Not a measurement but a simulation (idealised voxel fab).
process module | voxel ribs on slabs
cross-section cut | 240 nm wide | cells 5 nm
A cross-section is a grid of square cells, given in bands from the top down. A band is one or more rows of cells.
Each band's line starts with the height of the band's top and of its bottom, in nm. Then come its materials from left to right, each with its width in nm. One material with "throughout" fills the band from edge to edge. "air" is empty space.
Height 0 is the level under which the wafer as received is all one material. The lowest band goes on downwards, as in "0 down".
A width such as "30 to 40" changes by the same amount from each row of cells to the next, from the band's top row to its bottom row.
"no change" after a step means that no cell of the cross-section changed.
closed voids: empty space of 8 cells or more with no open way to the top, each as width x height at its distance from the left edge, in nm
after a step's settings: what the simulator itself notes on the step
overlay nm, on a step with a mask: how far to the right of its planned place the mask lay; to the left if negative
plan
1 op RECEIVE | material Si
2 op DIRECTIONAL_DEP | material SiO2 | thk nm 30
3 op DIRECTIONAL_DEP | material SiN | thk nm 20
4 op PATTERN | tone cover | mask id RIB | material resist | width nm 20 | thk nm 15 | overlay nm 0
5 op DIRECTIONAL_ETCH | etch materials SiN | depth nm 10
6 op STRIP | etch materials resist
7 op PATTERN | tone cover | mask id SLAB | material resist | width nm 70 | thk nm 15 | overlay nm 0
8 op DIRECTIONAL_ETCH | etch materials SiN | depth nm 10
9 op STRIP | etch materials resist
10 op FILL_DEP | material SiO2 | thk nm 30
11 op CMP | height nm 70
12 op DIRECTIONAL_DEP | material W | thk nm 10
13 op MASKED_ETCH | tone cover | mask id HEATER | width nm 30 | etch materials W | depth nm 10 | overlay nm 0
14 op CONFORMAL_DEP | material SiO2 | thk nm 10
as received, after step 1
  0 down: Si throughout
  closed voids: none
first wafer at the end, as planned
  90 to 80: air 95 | SiO2 50 | air 95
  80 to 70: SiO2 105 | W 30 | SiO2 105
  70 to 50: SiO2 throughout
  50 to 40: SiO2 110 | SiN 20 | SiO2 110
  40 to 30: SiO2 85 | SiN 70 | SiO2 85
  30 to 0: SiO2 throughout
  0 down: Si throughout
  closed voids: none
second wafer at the end: like start, like plan, one mistake
  90 to 80: air 95 | SiO2 50 | air 95
  80 to 70: SiO2 105 | W 30 | SiO2 105
  70 to 45: SiO2 throughout
  45 to 35: SiO2 110 | SiN 20 | SiO2 110
  35 to 30: SiO2 85 | SiN 70 | SiO2 85
  30 to 0: SiO2 throughout
  0 down: Si throughout
  closed voids: none
what went wrong: step 3 ran as: op DIRECTIONAL_DEP | material SiN | thk nm 15
at the end the second wafer has, in cells: 14 fewer of SiN | 14 more of SiO2
